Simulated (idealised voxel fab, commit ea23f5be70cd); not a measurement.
process module | voxel wiring stack
This is section cut - it's 220 nm across, gridded in 5 nm square cells.
Notation: cross-section as square-cell grid; stated in bands, top first, going down; one or more cell rows per band.
Heights first: top, then bottom, in nm. Then materials, left to right, each with a width in nm. "throughout" on a single material: fills the band edge to edge. "air": empty space.
All heights in this document are referenced to 0, defined as the level beneath which the wafer, as received, consists entirely of one material. The lowest band is not bounded below; it extends indefinitely downward and is written in the form "0 down".
Read "30->40" as a graded width: first number on top, second number at the bottom, same change between each pair of neighbouring rows.
Any step labelled "identical to before" changed none of the cells in the cross-section.
"Sealed void inventory": sealed empty spaces, 8 cells or more, no open way to top, listed width x height at distance, with distance from the left edge and width, height and distance in nm.
Step line, after settings: the simulator's comment on this step.
Steps that use a mask can have "overlay nm" on their line. It says how far the mask sat to the right of where it was meant to be. Negative means to the left.
SET OUT BELOW ARE THE PLANNED STEPS OF THE PROCESS
- 1: RECEIVE [material Si]
- 2: CONFORMAL_DEP [material SiO2] [thk nm 15]
- 3: DIRECTIONAL_DEP [material TiN] [thk nm 5]
- 4: DIRECTIONAL_DEP [material W] [thk nm 15]
- 5: DIRECTIONAL_DEP [material aC] [thk nm 10]
- 6: PATTERN [tone cover] [mask id METAL_1] [material resist] [width nm 20] [pitch nm 50] [thk nm 25] [overlay nm 0]
- 7: DIRECTIONAL_ETCH [etch materials aC] [depth nm 10]
- 8: STRIP [etch materials resist]
- 9: DIRECTIONAL_ETCH [etch materials W] [depth nm 15]
- 10: DIRECTIONAL_ETCH [etch materials TiN] [depth nm 5]
- 11: STRIP [etch materials aC]
- 12: CONFORMAL_DEP [material SiN] [thk nm 5]
- 13: FILL_DEP [material SiO2] [thk nm 10]
- 14: CMP [height nm 35]
- 15: CONFORMAL_DEP [material SiCN] [thk nm 5]
- 16: DIRECTIONAL_DEP [material lowk] [thk nm 10]
- 17: DIRECTIONAL_DEP [material aC] [thk nm 15]
- 18: PATTERN [tone open] [mask id PLUG_1] [material resist] [width nm 15] [pitch nm 50] [thk nm 30] [overlay nm 0]
- 19: DIRECTIONAL_ETCH [etch materials aC] [depth nm 15]
- 20: STRIP [etch materials resist]
- 21: DIRECTIONAL_ETCH [etch materials lowk] [depth nm 10]
- 22: DIRECTIONAL_ETCH [etch materials SiCN] [depth nm 5]
- 23: STRIP [etch materials aC]
- 24: EPI [material Ru] [thk nm 10]
- 25: EPI [material Ru] [thk nm 5]
- 26: CONFORMAL_DEP [material SiCN] [thk nm 5]
- 27: DIRECTIONAL_DEP [material SiO2] [thk nm 25]
- 28: MASKED_ETCH [tone open] [mask id METAL_2] [width nm 20] [pitch nm 50] [etch materials SiO2] [depth nm 25] [overlay nm 0]
- 29: MASKED_ETCH [tone open] [mask id METAL_2] [width nm 20] [pitch nm 50] [etch materials SiCN] [depth nm 5] [overlay nm 0]
- 30: CONFORMAL_DEP [material TiN] [thk nm 5]
- 31: FILL_DEP [material W] [thk nm 10]
- 32: CMP [height nm 80]
- 33: CONFORMAL_DEP [material SiCN] [thk nm 5]
- 34: DIRECTIONAL_DEP [material SiO2] [thk nm 10]
- 35: DIRECTIONAL_DEP [material aC] [thk nm 15]
- 36: PATTERN [tone open] [mask id PLUG_2] [material resist] [width nm 15] [pitch nm 50] [thk nm 30] [overlay nm 0]
- 37: DIRECTIONAL_ETCH [etch materials aC] [depth nm 15]
- 38: STRIP [etch materials resist]
- 39: DIRECTIONAL_ETCH [etch materials SiO2] [depth nm 10]
- 40: DIRECTIONAL_ETCH [etch materials SiCN] [depth nm 5]
- 41: STRIP [etch materials aC]
- 42: EPI [material Ru] [thk nm 10]
- 43: EPI [material Ru] [thk nm 5]
- 44: DIRECTIONAL_DEP [material TiN] [thk nm 5]
- 45: DIRECTIONAL_DEP [material Ru] [thk nm 20]
- 46: MASKED_ETCH [tone cover] [mask id METAL_3] [width nm 20] [pitch nm 50] [etch materials Ru] [depth nm 20] [overlay nm 0]
- 47: MASKED_ETCH [tone cover] [mask id METAL_3] [width nm 20] [pitch nm 50] [etch materials TiN] [depth nm 5] [overlay nm 0]
- 48: CONFORMAL_DEP [material SiCN] [thk nm 5]
- 49: FILL_DEP [material SiO2] [thk nm 10]
- 50: CMP [height nm 120]
- 51: CONFORMAL_DEP [material SiN] [thk nm 5]
THE FIRST OF THE TWO WAFERS, WHICH RAN AS PLANNED
AS-RECEIVED STATE OF THE WAFER IN CROSS-SECTION, EQUIVALENT TO POST-STEP 1
> 0 down  Si throughout
> Sealed void inventory: none
STATE OF THE WAFER AFTER STEP 2, SHOWN IN CROSS-SECTION
> 15 to 0  SiO2 throughout
> Under the height 0 nothing was changed.
STATE OF THE WAFER AFTER STEP 3, SHOWN IN CROSS-SECTION
> 20 to 15  TiN throughout
> Under the height 15 nothing was changed.
STATE OF THE WAFER AFTER STEP 4, SHOWN IN CROSS-SECTION
> 35 to 20  W throughout
> Under the height 20 nothing was changed.
STATE OF THE WAFER AFTER STEP 5, SHOWN IN CROSS-SECTION
> 45 to 35  aC throughout
> Under the height 35 nothing was changed.
STATE OF THE WAFER AFTER STEP 6, SHOWN IN CROSS-SECTION
> 70 to 45  air 75  resist 20  air 30  resist 20  air 75
> Under the height 45 nothing was changed.
STATE OF THE WAFER AFTER STEP 7, SHOWN IN CROSS-SECTION
> 60 to 45  air 75  resist 20  air 30  resist 20  air 75
> 45 to 35  air 75  aC 20  air 30  aC 20  air 75
> Under the height 35 nothing was changed.
STATE OF THE WAFER AFTER STEP 8, SHOWN IN CROSS-SECTION
> 45 to 35  air 75  aC 20  air 30  aC 20  air 75
> Under the height 35 nothing was changed.
STATE OF THE WAFER AFTER STEP 9, SHOWN IN CROSS-SECTION
> 45 to 35  air 75  aC 20  air 30  aC 20  air 75
> 35 to 20  air 75  W 20  air 30  W 20  air 75
> Under the height 20 nothing was changed.
STATE OF THE WAFER AFTER STEP 10, SHOWN IN CROSS-SECTION
> 45 to 35  air 75  aC 20  air 30  aC 20  air 75
> 35 to 20  air 75  W 20  air 30  W 20  air 75
> 20 to 15  air 75  TiN 20  air 30  TiN 20  air 75
> Under the height 15 nothing was changed.
STATE OF THE WAFER AFTER STEP 11, SHOWN IN CROSS-SECTION
> 35 to 20  air 75  W 20  air 30  W 20  air 75
> Under the height 20 nothing was changed.
STATE OF THE WAFER AFTER STEP 12, SHOWN IN CROSS-SECTION
> 40 to 35  air 70  SiN 30  air 20  SiN 30  air 70
> 35 to 20  air 70  SiN 5  W 20  SiN 5  air 20  SiN 5  W 20  SiN 5  air 70
> 20 to 15  SiN 75  TiN 20  SiN 30  TiN 20  SiN 75
> Under the height 15 nothing was changed.
STATE OF THE WAFER AFTER STEP 13, SHOWN IN CROSS-SECTION
> 50 to 40  SiO2 throughout
> 40 to 35  SiO2 70  SiN 30  SiO2 20  SiN 30  SiO2 70
> 35 to 20  SiO2 70  SiN 5  W 20  SiN 5  SiO2 20  SiN 5  W 20  SiN 5  SiO2 70
> Under the height 20 nothing was changed.
STATE OF THE WAFER AFTER STEP 14, SHOWN IN CROSS-SECTION
> 35 to 20  SiO2 70  SiN 5  W 20  SiN 5  SiO2 20  SiN 5  W 20  SiN 5  SiO2 70
> Under the height 20 nothing was changed.
STATE OF THE WAFER AFTER STEP 15, SHOWN IN CROSS-SECTION
> 40 to 35  SiCN throughout
> Under the height 35 nothing was changed.
STATE OF THE WAFER AFTER STEP 16, SHOWN IN CROSS-SECTION
> 50 to 40  lowk throughout
> Under the height 40 nothing was changed.
STATE OF THE WAFER AFTER STEP 17, SHOWN IN CROSS-SECTION
> 65 to 50  aC throughout
> Under the height 50 nothing was changed.
STATE OF THE WAFER AFTER STEP 18, SHOWN IN CROSS-SECTION
> 95 to 65  resist 75  air 15  resist 35  air 15  resist 80
> Under the height 65 nothing was changed.
STATE OF THE WAFER AFTER STEP 19, SHOWN IN CROSS-SECTION
> 80 to 65  resist 75  air 15  resist 35  air 15  resist 80
> 65 to 50  aC 75  air 15  aC 35  air 15  aC 80
> Under the height 50 nothing was changed.
STATE OF THE WAFER AFTER STEP 20, SHOWN IN CROSS-SECTION
> 65 to 50  aC 75  air 15  aC 35  air 15  aC 80
> Under the height 50 nothing was changed.
STATE OF THE WAFER AFTER STEP 21, SHOWN IN CROSS-SECTION
> 65 to 50  aC 75  air 15  aC 35  air 15  aC 80
> 50 to 40  lowk 75  air 15  lowk 35  air 15  lowk 80
> Under the height 40 nothing was changed.
STATE OF THE WAFER AFTER STEP 22, SHOWN IN CROSS-SECTION
> 65 to 50  aC 75  air 15  aC 35  air 15  aC 80
> 50 to 40  lowk 75  air 15  lowk 35  air 15  lowk 80
> 40 to 35  SiCN 75  air 15  SiCN 35  air 15  SiCN 80
> Under the height 35 nothing was changed.
STATE OF THE WAFER AFTER STEP 23, SHOWN IN CROSS-SECTION
> 50 to 40  lowk 75  air 15  lowk 35  air 15  lowk 80
> Under the height 40 nothing was changed.
STATE OF THE WAFER AFTER STEP 24, SHOWN IN CROSS-SECTION
> 50 to 45  lowk 75  air 15  lowk 35  air 15  lowk 80
> 45 to 40  lowk 75  Ru 15  lowk 35  Ru 15  lowk 80
> 40 to 35  SiCN 75  Ru 15  SiCN 35  Ru 15  SiCN 80
> Under the height 35 nothing was changed.
STATE OF THE WAFER AFTER STEP 25, SHOWN IN CROSS-SECTION
> 50 to 40  lowk 75  Ru 15  lowk 35  Ru 15  lowk 80
> Under the height 40 nothing was changed.
STATE OF THE WAFER AFTER STEP 26, SHOWN IN CROSS-SECTION
> 55 to 50  SiCN throughout
> Under the height 50 nothing was changed.
STATE OF THE WAFER AFTER STEP 27, SHOWN IN CROSS-SECTION
> 80 to 55  SiO2 throughout
> Under the height 55 nothing was changed.
STATE OF THE WAFER AFTER STEP 28, SHOWN IN CROSS-SECTION
> 80 to 55  SiO2 75  air 20  SiO2 30  air 20  SiO2 75
> Under the height 55 nothing was changed.
STATE OF THE WAFER AFTER STEP 29, SHOWN IN CROSS-SECTION
> 80 to 55  SiO2 75  air 20  SiO2 30  air 20  SiO2 75
> 55 to 50  SiCN 75  air 20  SiCN 30  air 20  SiCN 75
> Under the height 50 nothing was changed.
STATE OF THE WAFER AFTER STEP 30, SHOWN IN CROSS-SECTION
> 85 to 80  TiN 80  air 10  TiN 40  air 10  TiN 80
> 80 to 55  SiO2 75  TiN 5  air 10  TiN 5  SiO2 30  TiN 5  air 10  TiN 5  SiO2 75
> 55 to 50  SiCN 75  TiN 20  SiCN 30  TiN 20  SiCN 75
> Under the height 50 nothing was changed.
STATE OF THE WAFER AFTER STEP 31, SHOWN IN CROSS-SECTION
> 95 to 85  W throughout
> 85 to 80  TiN 80  W 10  TiN 40  W 10  TiN 80
> 80 to 55  SiO2 75  TiN 5  W 10  TiN 5  SiO2 30  TiN 5  W 10  TiN 5  SiO2 75
> Under the height 55 nothing was changed.
STATE OF THE WAFER AFTER STEP 32, SHOWN IN CROSS-SECTION
> 80 to 55  SiO2 75  TiN 5  W 10  TiN 5  SiO2 30  TiN 5  W 10  TiN 5  SiO2 75
> Under the height 55 nothing was changed.
STATE OF THE WAFER AFTER STEP 33, SHOWN IN CROSS-SECTION
> 85 to 80  SiCN throughout
> Under the height 80 nothing was changed.
STATE OF THE WAFER AFTER STEP 34, SHOWN IN CROSS-SECTION
> 95 to 85  SiO2 throughout
> Under the height 85 nothing was changed.
STATE OF THE WAFER AFTER STEP 35, SHOWN IN CROSS-SECTION
> 110 to 95  aC throughout
> Under the height 95 nothing was changed.
STATE OF THE WAFER AFTER STEP 36, SHOWN IN CROSS-SECTION
> 140 to 110  resist 75  air 15  resist 35  air 15  resist 80
> Under the height 110 nothing was changed.
STATE OF THE WAFER AFTER STEP 37, SHOWN IN CROSS-SECTION
> 125 to 110  resist 75  air 15  resist 35  air 15  resist 80
> 110 to 95  aC 75  air 15  aC 35  air 15  aC 80
> Under the height 95 nothing was changed.
STATE OF THE WAFER AFTER STEP 38, SHOWN IN CROSS-SECTION
> 110 to 95  aC 75  air 15  aC 35  air 15  aC 80
> Under the height 95 nothing was changed.
STATE OF THE WAFER AFTER STEP 39, SHOWN IN CROSS-SECTION
> 110 to 95  aC 75  air 15  aC 35  air 15  aC 80
> 95 to 85  SiO2 75  air 15  SiO2 35  air 15  SiO2 80
> Under the height 85 nothing was changed.
STATE OF THE WAFER AFTER STEP 40, SHOWN IN CROSS-SECTION
> 110 to 95  aC 75  air 15  aC 35  air 15  aC 80
> 95 to 85  SiO2 75  air 15  SiO2 35  air 15  SiO2 80
> 85 to 80  SiCN 75  air 15  SiCN 35  air 15  SiCN 80
> Under the height 80 nothing was changed.
STATE OF THE WAFER AFTER STEP 41, SHOWN IN CROSS-SECTION
> 95 to 85  SiO2 75  air 15  SiO2 35  air 15  SiO2 80
> Under the height 85 nothing was changed.
STATE OF THE WAFER AFTER STEP 42, SHOWN IN CROSS-SECTION
> 95 to 90  SiO2 75  air 15  SiO2 35  air 15  SiO2 80
> 90 to 85  SiO2 75  Ru 15  SiO2 35  Ru 15  SiO2 80
> 85 to 80  SiCN 75  Ru 15  SiCN 35  Ru 15  SiCN 80
> Under the height 80 nothing was changed.
STATE OF THE WAFER AFTER STEP 43, SHOWN IN CROSS-SECTION
> 95 to 85  SiO2 75  Ru 15  SiO2 35  Ru 15  SiO2 80
> Under the height 85 nothing was changed.
STATE OF THE WAFER AFTER STEP 44, SHOWN IN CROSS-SECTION
> 100 to 95  TiN throughout
> Under the height 95 nothing was changed.
STATE OF THE WAFER AFTER STEP 45, SHOWN IN CROSS-SECTION
> 120 to 100  Ru throughout
> Under the height 100 nothing was changed.
STATE OF THE WAFER AFTER STEP 46, SHOWN IN CROSS-SECTION
> 120 to 100  air 75  Ru 20  air 30  Ru 20  air 75
> Under the height 100 nothing was changed.
STATE OF THE WAFER AFTER STEP 47, SHOWN IN CROSS-SECTION
> 120 to 100  air 75  Ru 20  air 30  Ru 20  air 75
> 100 to 95  air 75  TiN 20  air 30  TiN 20  air 75
> Under the height 95 nothing was changed.
STATE OF THE WAFER AFTER STEP 48, SHOWN IN CROSS-SECTION
> 125 to 120  air 70  SiCN 30  air 20  SiCN 30  air 70
> 120 to 100  air 70  SiCN 5  Ru 20  SiCN 5  air 20  SiCN 5  Ru 20  SiCN 5  air 70
> 100 to 95  SiCN 75  TiN 20  SiCN 30  TiN 20  SiCN 75
> Under the height 95 nothing was changed.
STATE OF THE WAFER AFTER STEP 49, SHOWN IN CROSS-SECTION
> 135 to 125  SiO2 throughout
> 125 to 120  SiO2 70  SiCN 30  SiO2 20  SiCN 30  SiO2 70
> 120 to 100  SiO2 70  SiCN 5  Ru 20  SiCN 5  SiO2 20  SiCN 5  Ru 20  SiCN 5  SiO2 70
> Under the height 100 nothing was changed.
STATE OF THE WAFER AFTER STEP 50, SHOWN IN CROSS-SECTION
> 120 to 100  SiO2 70  SiCN 5  Ru 20  SiCN 5  SiO2 20  SiCN 5  Ru 20  SiCN 5  SiO2 70
> Under the height 100 nothing was changed.
STATE OF THE WAFER AFTER STEP 51, SHOWN IN CROSS-SECTION
> 125 to 120  SiN throughout
> Under the height 120 nothing was changed.
HERE THE SECOND WAFER IS DESCRIBED. ITS START AND ITS PLAN WERE THOSE OF THE FIRST WAFER. ITS RUN CONTAINED ONE MISTAKE. UP TO AND INCLUDING STEP 1, IT DID EXACTLY WHAT THE FIRST WAFER DID
The second wafer in cross-section, at the planned close of step 2: identical to before
THE SECOND WAFER IN CROSS-SECTION, AT THE PLANNED CLOSE OF STEP 3
> 5 to 0  TiN throughout
> Under the height 0 nothing was changed.
THE SECOND WAFER IN CROSS-SECTION, AT THE PLANNED CLOSE OF STEP 4
> 20 to 5  W throughout
> Under the height 5 nothing was changed.
THE SECOND WAFER IN CROSS-SECTION, AT THE PLANNED CLOSE OF STEP 5
> 30 to 20  aC throughout
> Under the height 20 nothing was changed.
THE SECOND WAFER IN CROSS-SECTION, AT THE PLANNED CLOSE OF STEP 6
> 55 to 30  air 75  resist 20  air 30  resist 20  air 75
> Under the height 30 nothing was changed.
THE SECOND WAFER IN CROSS-SECTION, AT THE PLANNED CLOSE OF STEP 7
> 45 to 30  air 75  resist 20  air 30  resist 20  air 75
> 30 to 20  air 75  aC 20  air 30  aC 20  air 75
> Under the height 20 nothing was changed.
THE SECOND WAFER IN CROSS-SECTION, AT THE PLANNED CLOSE OF STEP 8
> 30 to 20  air 75  aC 20  air 30  aC 20  air 75
> Under the height 20 nothing was changed.
THE SECOND WAFER IN CROSS-SECTION, AT THE PLANNED CLOSE OF STEP 9
> 30 to 20  air 75  aC 20  air 30  aC 20  air 75
> 20 to 5  air 75  W 20  air 30  W 20  air 75
> Under the height 5 nothing was changed.
THE SECOND WAFER IN CROSS-SECTION, AT THE PLANNED CLOSE OF STEP 10
> 30 to 20  air 75  aC 20  air 30  aC 20  air 75
> 20 to 5  air 75  W 20  air 30  W 20  air 75
> 5 to 0  air 75  TiN 20  air 30  TiN 20  air 75
> Under the height 0 nothing was changed.
THE SECOND WAFER IN CROSS-SECTION, AT THE PLANNED CLOSE OF STEP 11
> 20 to 5  air 75  W 20  air 30  W 20  air 75
> Under the height 5 nothing was changed.
THE SECOND WAFER IN CROSS-SECTION, AT THE PLANNED CLOSE OF STEP 12
> 25 to 20  air 70  SiN 30  air 20  SiN 30  air 70
> 20 to 5  air 70  SiN 5  W 20  SiN 5  air 20  SiN 5  W 20  SiN 5  air 70
> 5 to 0  SiN 75  TiN 20  SiN 30  TiN 20  SiN 75
> Under the height 0 nothing was changed.
THE SECOND WAFER IN CROSS-SECTION, AT THE PLANNED CLOSE OF STEP 13
> 35 to 25  SiO2 throughout
> 25 to 20  SiO2 70  SiN 30  SiO2 20  SiN 30  SiO2 70
> 20 to 5  SiO2 70  SiN 5  W 20  SiN 5  SiO2 20  SiN 5  W 20  SiN 5  SiO2 70
> Under the height 5 nothing was changed.
The second wafer in cross-section, at the planned close of step 14: identical to before
THE SECOND WAFER IN CROSS-SECTION, AT THE PLANNED CLOSE OF STEP 15
> 40 to 35  SiCN throughout
> Under the height 35 nothing was changed.
THE SECOND WAFER IN CROSS-SECTION, AT THE PLANNED CLOSE OF STEP 16
> 50 to 40  lowk throughout
> Under the height 40 nothing was changed.
THE SECOND WAFER IN CROSS-SECTION, AT THE PLANNED CLOSE OF STEP 17
> 65 to 50  aC throughout
> Under the height 50 nothing was changed.
THE SECOND WAFER IN CROSS-SECTION, AT THE PLANNED CLOSE OF STEP 18
> 95 to 65  resist 75  air 15  resist 35  air 15  resist 80
> Under the height 65 nothing was changed.
THE SECOND WAFER IN CROSS-SECTION, AT THE PLANNED CLOSE OF STEP 19
> 80 to 65  resist 75  air 15  resist 35  air 15  resist 80
> 65 to 50  aC 75  air 15  aC 35  air 15  aC 80
> Under the height 50 nothing was changed.
THE SECOND WAFER IN CROSS-SECTION, AT THE PLANNED CLOSE OF STEP 20
> 65 to 50  aC 75  air 15  aC 35  air 15  aC 80
> Under the height 50 nothing was changed.
THE SECOND WAFER IN CROSS-SECTION, AT THE PLANNED CLOSE OF STEP 21
> 65 to 50  aC 75  air 15  aC 35  air 15  aC 80
> 50 to 40  lowk 75  air 15  lowk 35  air 15  lowk 80
> Under the height 40 nothing was changed.
THE SECOND WAFER IN CROSS-SECTION, AT THE PLANNED CLOSE OF STEP 22
> 65 to 50  aC 75  air 15  aC 35  air 15  aC 80
> 50 to 40  lowk 75  air 15  lowk 35  air 15  lowk 80
> 40 to 35  SiCN 75  air 15  SiCN 35  air 15  SiCN 80
> Under the height 35 nothing was changed.
THE SECOND WAFER IN CROSS-SECTION, AT THE PLANNED CLOSE OF STEP 23
> 50 to 40  lowk 75  air 15  lowk 35  air 15  lowk 80
> Under the height 40 nothing was changed.
The second wafer in cross-section, at the planned close of step 24: identical to before
The second wafer in cross-section, at the planned close of step 25: identical to before
THE SECOND WAFER IN CROSS-SECTION, AT THE PLANNED CLOSE OF STEP 26
> 55 to 50  SiCN 80  air 5  SiCN 45  air 5  SiCN 85
> 50 to 40  lowk 75  SiCN 5  air 5  SiCN 5  lowk 35  SiCN 5  air 5  SiCN 5  lowk 80
> 40 to 35  SiCN throughout
> Under the height 35 nothing was changed.
THE SECOND WAFER IN CROSS-SECTION, AT THE PLANNED CLOSE OF STEP 27
> 80 to 65  SiO2 80  air 5  SiO2 45  air 5  SiO2 85
> 65 to 55  SiO2 throughout
> 55 to 50  SiCN 80  SiO2 5  SiCN 45  SiO2 5  SiCN 85
> 50 to 40  lowk 75  SiCN 5  SiO2 5  SiCN 5  lowk 35  SiCN 5  SiO2 5  SiCN 5  lowk 80
> Under the height 40 nothing was changed.
THE SECOND WAFER IN CROSS-SECTION, AT THE PLANNED CLOSE OF STEP 28
> 80 to 55  SiO2 75  air 20  SiO2 30  air 20  SiO2 75
> 55 to 50  SiCN 80  air 5  SiCN 45  air 5  SiCN 85
> 50 to 40  lowk 75  SiCN 5  air 5  SiCN 5  lowk 35  SiCN 5  air 5  SiCN 5  lowk 80
> Under the height 40 nothing was changed.
THE SECOND WAFER IN CROSS-SECTION, AT THE PLANNED CLOSE OF STEP 29
> 80 to 55  SiO2 75  air 20  SiO2 30  air 20  SiO2 75
> 55 to 50  SiCN 75  air 20  SiCN 30  air 20  SiCN 75
> 50 to 40  lowk 75  SiCN 5  air 5  SiCN 5  lowk 35  SiCN 5  air 5  SiCN 5  lowk 80
> 40 to 35  SiCN 80  air 5  SiCN 45  air 5  SiCN 85
> Under the height 35 nothing was changed.
THE SECOND WAFER IN CROSS-SECTION, AT THE PLANNED CLOSE OF STEP 30
> 85 to 80  TiN 80  air 10  TiN 40  air 10  TiN 80
> 80 to 55  SiO2 75  TiN 5  air 10  TiN 5  SiO2 30  TiN 5  air 10  TiN 5  SiO2 75
> 55 to 50  SiCN 75  TiN 20  SiCN 30  TiN 20  SiCN 75
> 50 to 40  lowk 75  SiCN 5  TiN 5  SiCN 5  lowk 35  SiCN 5  TiN 5  SiCN 5  lowk 80
> 40 to 35  SiCN 80  TiN 5  SiCN 45  TiN 5  SiCN 85
> Under the height 35 nothing was changed.
THE SECOND WAFER IN CROSS-SECTION, AT THE PLANNED CLOSE OF STEP 31
> 95 to 85  W throughout
> 85 to 80  TiN 80  W 10  TiN 40  W 10  TiN 80
> 80 to 55  SiO2 75  TiN 5  W 10  TiN 5  SiO2 30  TiN 5  W 10  TiN 5  SiO2 75
> Under the height 55 nothing was changed.
THE SECOND WAFER IN CROSS-SECTION, AT THE PLANNED CLOSE OF STEP 32
> 80 to 55  SiO2 75  TiN 5  W 10  TiN 5  SiO2 30  TiN 5  W 10  TiN 5  SiO2 75
> Under the height 55 nothing was changed.
THE SECOND WAFER IN CROSS-SECTION, AT THE PLANNED CLOSE OF STEP 33
> 85 to 80  SiCN throughout
> Under the height 80 nothing was changed.
THE SECOND WAFER IN CROSS-SECTION, AT THE PLANNED CLOSE OF STEP 34
> 95 to 85  SiO2 throughout
> Under the height 85 nothing was changed.
THE SECOND WAFER IN CROSS-SECTION, AT THE PLANNED CLOSE OF STEP 35
> 110 to 95  aC throughout
> Under the height 95 nothing was changed.
THE SECOND WAFER IN CROSS-SECTION, AT THE PLANNED CLOSE OF STEP 36
> 140 to 110  resist 75  air 15  resist 35  air 15  resist 80
> Under the height 110 nothing was changed.
THE SECOND WAFER IN CROSS-SECTION, AT THE PLANNED CLOSE OF STEP 37
> 125 to 110  resist 75  air 15  resist 35  air 15  resist 80
> 110 to 95  aC 75  air 15  aC 35  air 15  aC 80
> Under the height 95 nothing was changed.
THE SECOND WAFER IN CROSS-SECTION, AT THE PLANNED CLOSE OF STEP 38
> 110 to 95  aC 75  air 15  aC 35  air 15  aC 80
> Under the height 95 nothing was changed.
THE SECOND WAFER IN CROSS-SECTION, AT THE PLANNED CLOSE OF STEP 39
> 110 to 95  aC 75  air 15  aC 35  air 15  aC 80
> 95 to 85  SiO2 75  air 15  SiO2 35  air 15  SiO2 80
> Under the height 85 nothing was changed.
THE SECOND WAFER IN CROSS-SECTION, AT THE PLANNED CLOSE OF STEP 40
> 110 to 95  aC 75  air 15  aC 35  air 15  aC 80
> 95 to 85  SiO2 75  air 15  SiO2 35  air 15  SiO2 80
> 85 to 80  SiCN 75  air 15  SiCN 35  air 15  SiCN 80
> Under the height 80 nothing was changed.
THE SECOND WAFER IN CROSS-SECTION, AT THE PLANNED CLOSE OF STEP 41
> 95 to 85  SiO2 75  air 15  SiO2 35  air 15  SiO2 80
> Under the height 85 nothing was changed.
THE SECOND WAFER IN CROSS-SECTION, AT THE PLANNED CLOSE OF STEP 42
> 95 to 90  SiO2 75  air 15  SiO2 35  air 15  SiO2 80
> 90 to 85  SiO2 75  Ru 15  SiO2 35  Ru 15  SiO2 80
> 85 to 80  SiCN 75  Ru 15  SiCN 35  Ru 15  SiCN 80
> Under the height 80 nothing was changed.
THE SECOND WAFER IN CROSS-SECTION, AT THE PLANNED CLOSE OF STEP 43
> 95 to 85  SiO2 75  Ru 15  SiO2 35  Ru 15  SiO2 80
> Under the height 85 nothing was changed.
THE SECOND WAFER IN CROSS-SECTION, AT THE PLANNED CLOSE OF STEP 44
> 100 to 95  TiN throughout
> Under the height 95 nothing was changed.
THE SECOND WAFER IN CROSS-SECTION, AT THE PLANNED CLOSE OF STEP 45
> 120 to 100  Ru throughout
> Under the height 100 nothing was changed.
THE SECOND WAFER IN CROSS-SECTION, AT THE PLANNED CLOSE OF STEP 46
> 120 to 100  air 75  Ru 20  air 30  Ru 20  air 75
> Under the height 100 nothing was changed.
THE SECOND WAFER IN CROSS-SECTION, AT THE PLANNED CLOSE OF STEP 47
> 120 to 100  air 75  Ru 20  air 30  Ru 20  air 75
> 100 to 95  air 75  TiN 20  air 30  TiN 20  air 75
> Under the height 95 nothing was changed.
THE SECOND WAFER IN CROSS-SECTION, AT THE PLANNED CLOSE OF STEP 48
> 125 to 120  air 70  SiCN 30  air 20  SiCN 30  air 70
> 120 to 100  air 70  SiCN 5  Ru 20  SiCN 5  air 20  SiCN 5  Ru 20  SiCN 5  air 70
> 100 to 95  SiCN 75  TiN 20  SiCN 30  TiN 20  SiCN 75
> Under the height 95 nothing was changed.
THE SECOND WAFER IN CROSS-SECTION, AT THE PLANNED CLOSE OF STEP 49
> 135 to 125  SiO2 throughout
> 125 to 120  SiO2 70  SiCN 30  SiO2 20  SiCN 30  SiO2 70
> 120 to 100  SiO2 70  SiCN 5  Ru 20  SiCN 5  SiO2 20  SiCN 5  Ru 20  SiCN 5  SiO2 70
> Under the height 100 nothing was changed.
THE SECOND WAFER IN CROSS-SECTION, AT THE PLANNED CLOSE OF STEP 50
> 120 to 100  SiO2 70  SiCN 5  Ru 20  SiCN 5  SiO2 20  SiCN 5  Ru 20  SiCN 5  SiO2 70
> Under the height 100 nothing was changed.
THE SECOND WAFER IN CROSS-SECTION, AT THE PLANNED CLOSE OF STEP 51
> 125 to 120  SiN throughout
> Under the height 120 nothing was changed.
What was done differently from what was planned? it should be noted that step 2 of the plan was omitted and was not performed
Final wafer comparison in cells, second versus first, more or fewer per material: -18 Ru; +12 SiCN; +12 SiN; -12 SiO2; +6 TiN
